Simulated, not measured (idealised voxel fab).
voxel fin reveal: a process module
Shown is cross-section cut, with a width of 180 nm and square cells of size 5 nm.
Notation: cross-section as square-cell grid; stated in bands, top first, going down; one or more cell rows per band. Heights first: top, then bottom, in nm. Then materials, left to right, each with a width in nm. "everywhere" on a single material: fills the band edge to edge. "blank": empty space. Below 0: as-received wafer, all one material; heights counted from there. Lowest band: no bottom, goes on down, written "0 and below". Top row gets the first number, bottom row gets the second, and each row in between changes by the same step: that is how a band width like "30..40" works. "nothing was modified" for a step: no cell of the cross-section changed in that step. "Closed internal voids" - sealed voids, min. 8 cells, no opening to top; format: width x height at distance (distance from left edge; nm throughout). Whatever follows a step's settings on its line is a remark the simulator itself makes about that step. Each step line may optionally specify "overlay nm", which for a step with a mask gives the rightward distance between the mask's planned place and where it lay, a negative value indicating the leftward direction.

-- Steps planned for the process
1,RECEIVE,material Si
2,CONFORMAL_DEP,material SiN,thk nm 10
3,DIRECTIONAL_DEP,material aC,thk nm 10
4,PATTERN,tone cover,mask id FINS,material resist,width nm 15,pitch nm 45,thk nm 25,overlay nm 0
5,DIRECTIONAL_ETCH,etch materials aC,depth nm 10
6,STRIP,etch materials resist
7,DIRECTIONAL_ETCH,etch materials SiN,depth nm 10
8,DIRECTIONAL_ETCH,etch materials Si,depth nm 30
9,STRIP,etch materials aC
10,FILL_DEP,material SiO2,thk nm 10
11,CMP,height nm 10
12,SELECTIVE_ETCH,etch materials SiO2,depth nm 30
13,STRIP,etch materials SiN
14,CONFORMAL_DEP,material HfO2,thk nm 5

-- First wafer of two (run as planned)

-- Cross-section of the wafer as it came to us, i.e., already through step 1
0 and below = Si everywhere
Closed internal voids: none

-- After step 2: wafer cross-section
10 down to 0 = SiN everywhere
Under the height 0 nothing was changed.

-- After step 3: wafer cross-section
20 down to 10 = aC everywhere
Under the height 10 nothing was changed.

-- After step 4: wafer cross-section
45 down to 20 = blank 60 nm / resist 15 nm / blank 30 nm / resist 15 nm / blank 60 nm
Under the height 20 nothing was changed.

-- After step 5: wafer cross-section
35 down to 20 = blank 60 nm / resist 15 nm / blank 30 nm / resist 15 nm / blank 60 nm
20 down to 10 = blank 60 nm / aC 15 nm / blank 30 nm / aC 15 nm / blank 60 nm
Under the height 10 nothing was changed.

-- After step 6: wafer cross-section
20 down to 10 = blank 60 nm / aC 15 nm / blank 30 nm / aC 15 nm / blank 60 nm
Under the height 10 nothing was changed.

-- After step 7: wafer cross-section
20 down to 10 = blank 60 nm / aC 15 nm / blank 30 nm / aC 15 nm / blank 60 nm
10 down to 0 = blank 60 nm / SiN 15 nm / blank 30 nm / SiN 15 nm / blank 60 nm
Under the height 0 nothing was changed.

-- After step 8: wafer cross-section
20 down to 10 = blank 60 nm / aC 15 nm / blank 30 nm / aC 15 nm / blank 60 nm
10 down to 0 = blank 60 nm / SiN 15 nm / blank 30 nm / SiN 15 nm / blank 60 nm
0 down to -30 = blank 60 nm / Si 15 nm / blank 30 nm / Si 15 nm / blank 60 nm
Under the height -30 nothing was changed.

-- After step 9: wafer cross-section
10 down to 0 = blank 60 nm / SiN 15 nm / blank 30 nm / SiN 15 nm / blank 60 nm
Under the height 0 nothing was changed.

-- After step 10: wafer cross-section
20 down to 10 = SiO2 everywhere
10 down to 0 = SiO2 60 nm / SiN 15 nm / SiO2 30 nm / SiN 15 nm / SiO2 60 nm
0 down to -30 = SiO2 60 nm / Si 15 nm / SiO2 30 nm / Si 15 nm / SiO2 60 nm
Under the height -30 nothing was changed.

-- After step 11: wafer cross-section
10 down to 0 = SiO2 60 nm / SiN 15 nm / SiO2 30 nm / SiN 15 nm / SiO2 60 nm
Under the height 0 nothing was changed.

-- After step 12: wafer cross-section
10 down to 0 = blank 60 nm / SiN 15 nm / blank 30 nm / SiN 15 nm / blank 60 nm
0 down to -20 = blank 60 nm / Si 15 nm / blank 30 nm / Si 15 nm / blank 60 nm
Under the height -20 nothing was changed.

-- After step 13: wafer cross-section
0 down to -20 = blank 60 nm / Si 15 nm / blank 30 nm / Si 15 nm / blank 60 nm
Under the height -20 nothing was changed.

-- After step 14: wafer cross-section
5 down to 0 = blank 55 nm / HfO2 25 nm / blank 20 nm / HfO2 25 nm / blank 55 nm
0 down to -15 = blank 55 nm / HfO2 5 nm / Si 15 nm / HfO2 5 nm / blank 20 nm / HfO2 5 nm / Si 15 nm / HfO2 5 nm / blank 55 nm
-15 down to -20 = HfO2 60 nm / Si 15 nm / HfO2 30 nm / Si 15 nm / HfO2 60 nm
Under the height -20 nothing was changed.

-- Wafer two. Identical start, identical plan. One mistake in execution. Identical history through step 3

-- Cross-section of the second wafer when, according to plan, step 4 should have finished
45 down to 20 = blank 70 nm / resist 15 nm / blank 30 nm / resist 15 nm / blank 50 nm
Under the height 20 nothing was changed.

-- Cross-section of the second wafer when, according to plan, step 5 should have finished
35 down to 20 = blank 70 nm / resist 15 nm / blank 30 nm / resist 15 nm / blank 50 nm
20 down to 10 = blank 70 nm / aC 15 nm / blank 30 nm / aC 15 nm / blank 50 nm
Under the height 10 nothing was changed.

-- Cross-section of the second wafer when, according to plan, step 6 should have finished
20 down to 10 = blank 70 nm / aC 15 nm / blank 30 nm / aC 15 nm / blank 50 nm
Under the height 10 nothing was changed.

-- Cross-section of the second wafer when, according to plan, step 7 should have finished
20 down to 10 = blank 70 nm / aC 15 nm / blank 30 nm / aC 15 nm / blank 50 nm
10 down to 0 = blank 70 nm / SiN 15 nm / blank 30 nm / SiN 15 nm / blank 50 nm
Under the height 0 nothing was changed.

-- Cross-section of the second wafer when, according to plan, step 8 should have finished
20 down to 10 = blank 70 nm / aC 15 nm / blank 30 nm / aC 15 nm / blank 50 nm
10 down to 0 = blank 70 nm / SiN 15 nm / blank 30 nm / SiN 15 nm / blank 50 nm
0 down to -30 = blank 70 nm / Si 15 nm / blank 30 nm / Si 15 nm / blank 50 nm
Under the height -30 nothing was changed.

-- Cross-section of the second wafer when, according to plan, step 9 should have finished
10 down to 0 = blank 70 nm / SiN 15 nm / blank 30 nm / SiN 15 nm / blank 50 nm
Under the height 0 nothing was changed.

-- Cross-section of the second wafer when, according to plan, step 10 should have finished
20 down to 10 = SiO2 everywhere
10 down to 0 = SiO2 70 nm / SiN 15 nm / SiO2 30 nm / SiN 15 nm / SiO2 50 nm
0 down to -30 = SiO2 70 nm / Si 15 nm / SiO2 30 nm / Si 15 nm / SiO2 50 nm
Under the height -30 nothing was changed.

-- Cross-section of the second wafer when, according to plan, step 11 should have finished
10 down to 0 = SiO2 70 nm / SiN 15 nm / SiO2 30 nm / SiN 15 nm / SiO2 50 nm
Under the height 0 nothing was changed.

-- Cross-section of the second wafer when, according to plan, step 12 should have finished
10 down to 0 = blank 70 nm / SiN 15 nm / blank 30 nm / SiN 15 nm / blank 50 nm
0 down to -20 = blank 70 nm / Si 15 nm / blank 30 nm / Si 15 nm / blank 50 nm
Under the height -20 nothing was changed.

-- Cross-section of the second wafer when, according to plan, step 13 should have finished
0 down to -20 = blank 70 nm / Si 15 nm / blank 30 nm / Si 15 nm / blank 50 nm
Under the height -20 nothing was changed.

-- Cross-section of the second wafer when, according to plan, step 14 should have finished
5 down to 0 = blank 65 nm / HfO2 25 nm / blank 20 nm / HfO2 25 nm / blank 45 nm
0 down to -15 = blank 65 nm / HfO2 5 nm / Si 15 nm / HfO2 5 nm / blank 20 nm / HfO2 5 nm / Si 15 nm / HfO2 5 nm / blank 45 nm
-15 down to -20 = HfO2 70 nm / Si 15 nm / HfO2 30 nm / Si 15 nm / HfO2 50 nm
Under the height -20 nothing was changed.
Want to know what went wrong? step 4 ran as: PATTERN,tone cover,mask id FINS,material resist,width nm 15,pitch nm 45,thk nm 25,overlay nm 10
at the end the second wafer has, in cells: as many of each material as the first, in other places
